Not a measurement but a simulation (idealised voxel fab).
Process module under the name voxel air gaps
Section cut is 170 nm wide and gridded with 5 nm square cells.
Cross-section format: a grid of square cells, given as bands from top to bottom; each band is one or more rows of cells. This entry defines a band. It first specifies the height of the band's top and the height of its bottom in nm, and then specifies the band's materials from left to right, stating each material with its width in nm. The word "full width" identifies a single material that fills the band from edge to edge, while the word "blank" identifies empty space. Note: height 0 marks the level under which the wafer is uniformly one material as received. Lowest band unbounded below, written "0 nm and below". The two numbers in a width such as "30..40" mark its ends across the band: the first belongs to the top row of cells, the second to the bottom row, and from each row to the next the width moves by the same amount. Take "remained the same" at face value: in the step it is given for, the cross-section changed in none of its cells. The list in "Trapped void list" covers empty spaces of 8 cells or more that cannot reach the top through any open way, and it gives each as width x height at distance; the distance is from the left edge, and width, height and distance are in nm. Read whatever lies past the settings on a step's line as the simulator's own remark about the step. When a step includes a mask, the "overlay nm" setting on its line states how far to the right of its planned place that mask lay, and negative values state how far to the left.

The following list gives the planned process steps
1) RECEIVE, material Si
2) CONFORMAL_DEP, material SiO2, thk nm 15
3) CONFORMAL_DEP, material SiCN, thk nm 5
4) DIRECTIONAL_DEP, material lowk, thk nm 35
5) MASKED_ETCH, tone open, mask id LINES, width nm 15, pitch nm 50, etch materials lowk, depth nm 35, overlay nm 0
6) CONFORMAL_DEP, material TiN, thk nm 5
7) FILL_DEP, material Ru, thk nm 5
8) CMP, height nm 55
9) EPI, material Ru, thk nm 10
10) SELECTIVE_ETCH, etch materials lowk, depth nm 45
11) CONFORMAL_DEP, material SiCN, thk nm 5
The wafers are alike at the start. At step 5, their width nm differs. The plan lists the first wafer's value.

As-received cross-section, first of several wafers, post step 1
* 0 nm and below: Si full width
* Trapped void list: none

Quick key for the table: a row per wafer, taken at the end of the module. For each material it tells you how many cells the wafer gained (+) or lost (-) since it came in, and the closed voids come after
width nm 15; +60 Ru; +146 SiCN; +102 SiO2; +45 TiN; Trapped void list: none
width nm 20; +84 Ru; +146 SiCN; +102 SiO2; +48 TiN; Trapped void list: 20 x 25 at 50; 20 x 25 at 100
width nm 25; +108 Ru; +138 SiCN; +102 SiO2; +51 TiN; Trapped void list: 15 x 25 at 55; 15 x 25 at 105
width nm 30; +132 Ru; +94 SiCN; +102 SiO2; +54 TiN; +56 lowk; Trapped void list: none
width nm 35; +152 Ru; +94 SiCN; +102 SiO2; +57 TiN; +42 lowk; Trapped void list: 10 x 25 at 160
